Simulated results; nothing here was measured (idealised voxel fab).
The name of this process module is voxel double patterning.
Shown is cross-section cut, with a width of 165 nm and square cells of size 5 nm.
This document writes a cross-section as a grid whose cells are square, and gives it as bands, listed from the top down; one or more rows of cells form a band.
Each band's line starts with the height of the band's top and of its bottom, in nm. Then come its materials from left to right, each with its width in nm. One material with "everywhere" fills the band from edge to edge. "empty" is empty space.
Measure heights from 0. That's the level where, below it, the as-received wafer is all one material. The lowest band is bottomless and extends downward; write it as in "0 nm and below".
Think of "30 to 40" as a width that walks from the first number to the second as you go down the band, top row to bottom row, taking equal-sized steps from row to row.
Step note "everything unchanged" = no cross-section cell changed.
You'll see "Sealed void inventory" listing empty spaces that have no way open to the top, as long as they're 8 cells or more; the notation is width x height at distance, where the distance is from the left edge, and all of it is in nm.
Heads up: the bit after the settings on a step's line is the simulator's remark on that step.
overlay nm: step with mask; distance mask lay right of planned place; negative value = left of planned place.
[Process steps (planned)]
| 1 | op RECEIVE | material Si |
| 2 | op CONFORMAL_DEP | material SiO2 | thk nm 10 |
| 3 | op DIRECTIONAL_DEP | material polySi | thk nm 15 |
| 4 | op DIRECTIONAL_DEP | material SiN | thk nm 10 |
| 5 | op DIRECTIONAL_DEP | material aC | thk nm 10 |
| 6 | op PATTERN | tone open | mask id FIRST | material resist | width nm 15 | pitch nm 50 | thk nm 30 | overlay nm 0 |
| 7 | op DIRECTIONAL_ETCH | etch materials aC | depth nm 10 |
| 8 | op STRIP | etch materials resist |
| 9 | op DIRECTIONAL_ETCH | etch materials SiN | depth nm 10 |
| 10 | op STRIP | etch materials aC |
| 11 | op DIRECTIONAL_DEP | material aC | thk nm 10 |
| 12 | op PATTERN | tone open | mask id SECOND | material resist | width nm 15 | pitch nm 50 | thk nm 30 | overlay nm 0 |
| 13 | op DIRECTIONAL_ETCH | etch materials aC | depth nm 10 |
| 14 | op STRIP | etch materials resist |
| 15 | op DIRECTIONAL_ETCH | etch materials SiN | depth nm 10 |
| 16 | op STRIP | etch materials aC |
| 17 | op DIRECTIONAL_ETCH | etch materials polySi | depth nm 15 |
| 18 | op STRIP | etch materials SiN |
[Incoming wafer in cross-section (state: after step 1)]
    0 nm and below  Si everywhere
    Sealed void inventory: none
[Cross-sectional image of the first of two wafers at the end of the module, the run having proceeded as planned]
    25 nm to 10 nm  25 nm polySi, then 15 nm empty, then 10 nm polySi, then 15 nm empty, then 10 nm polySi, then 15 nm empty, then 10 nm polySi, then 15 nm empty, then 10 nm polySi, then 15 nm empty, then 25 nm polySi
    10 nm to 0 nm  SiO2 everywhere
    0 nm and below  Si everywhere
    Sealed void inventory: none
[Wafer two, end of module, cross-section. Same start, same plan as wafer one. One mistake in the run]
    45 nm to 35 nm  25 nm SiO2, then 15 nm empty, then 35 nm SiO2, then 15 nm empty, then 35 nm SiO2, then 15 nm empty, then 25 nm SiO2
    35 nm to 25 nm  25 nm SiN, then 15 nm SiO2, then 35 nm SiN, then 15 nm SiO2, then 35 nm SiN, then 15 nm SiO2, then 25 nm SiN
    25 nm to 10 nm  polySi everywhere
    10 nm to 0 nm  SiO2 everywhere
    0 nm and below  Si everywhere
    Sealed void inventory: none
Heads up, the wafer didn't run the way we planned it: step 11 off recipe, ran as op DIRECTIONAL_DEP | material SiO2 | thk nm 10
Heads up, by the end the second wafer has more or fewer cells of some materials compared to the first: SiN: 48 more | SiO2: 66 more | polySi: 45 more
